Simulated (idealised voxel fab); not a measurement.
Module name: voxel fin reveal (process module)
Section cut is 275 nm wide and gridded with 5 nm square cells.
Cross-sections here: square-cell grids, written as top-down lists of bands, a band being one or more rows of cells.
For a band, the entry starts with two heights in nm, that of the top and then that of the bottom, and carries on with the band's materials in order from left to right, each alongside its width in nm; the word "edge to edge" beside a single material means it fills the band edge to edge, and "air" means empty space.
Ref level 0: as-received wafer is one material below here. Bottom band extends down with no lower bound ("0 -> down").
The expression "30->40" gives the width at the extremes of the band, the first number at its top row of cells and the second at its bottom row, with the width changing by equal amounts from each row to the next in between.
Basically "remained unchanged" means that step didn't change any cell in the cross-section.
The entry "Enclosed internal cavities" lists the empty spaces that cover at least 8 cells and have no open path to the top. Each is written as width x height at distance, where the distance is measured from the left edge and all three values are in nm.
Where a step's line continues beyond its settings, the continuation is a remark by the simulator itself on that step.
overlay nm: mask right of planned place by this much (step with mask). Neg. = left.

-- Steps planned for the process
1: RECEIVE, material Si
2: CONFORMAL_DEP, material SiN, thk nm 5
3: PATTERN, tone cover, mask id FINS, material resist, width nm 15, pitch nm 35, thk nm 20, overlay nm 0
4: DIRECTIONAL_ETCH, etch materials SiN, depth nm 5
5: DIRECTIONAL_ETCH, etch materials Si, depth nm 40
6: STRIP, etch materials resist
7: OXIDIZE, depth nm 5
8: FILL_DEP, material SiO2, thk nm 15
9: CMP, height nm 5
10: SELECTIVE_ETCH, etch materials SiO2, depth nm 35
11: STRIP, etch materials SiN

-- Cross-section of the wafer upon arrival, representing the state reached after step 1
  0 -> down  Si edge to edge
  Enclosed internal cavities: none

-- Module complete - cross-section of the first of two wafers, run according to plan
  0 -> -30  air (115)  Si (5)  air (30)  Si (5)  air (120)
  -30 -> -45  SiO2 (115)  Si (5)  SiO2 (30)  Si (5)  SiO2 (120)
  -45 -> down  Si edge to edge
  Enclosed internal cavities: none

-- End of module, second wafer, cross-section. Started like the first, planned like the first, run with one mistake
  0 -> -30  air (115)  Si (5)  air (30)  Si (5)  air (120)
  -30 -> -35  SiO2 (75)  air (40)  Si (5)  air (30)  Si (5)  air (40)  SiO2 (80)
  -35 -> -45  SiO2 (115)  Si (5)  SiO2 (30)  Si (5)  SiO2 (120)
  -45 -> down  Si edge to edge
  Enclosed internal cavities: none
What was the processing mistake? steps 10 and 11 of the plan were run in the wrong order, each in the other's place
It is noted that, at the conclusion of processing, the second wafer exhibits a higher or lower cell count for certain materials relative to the first: SiO2 -22
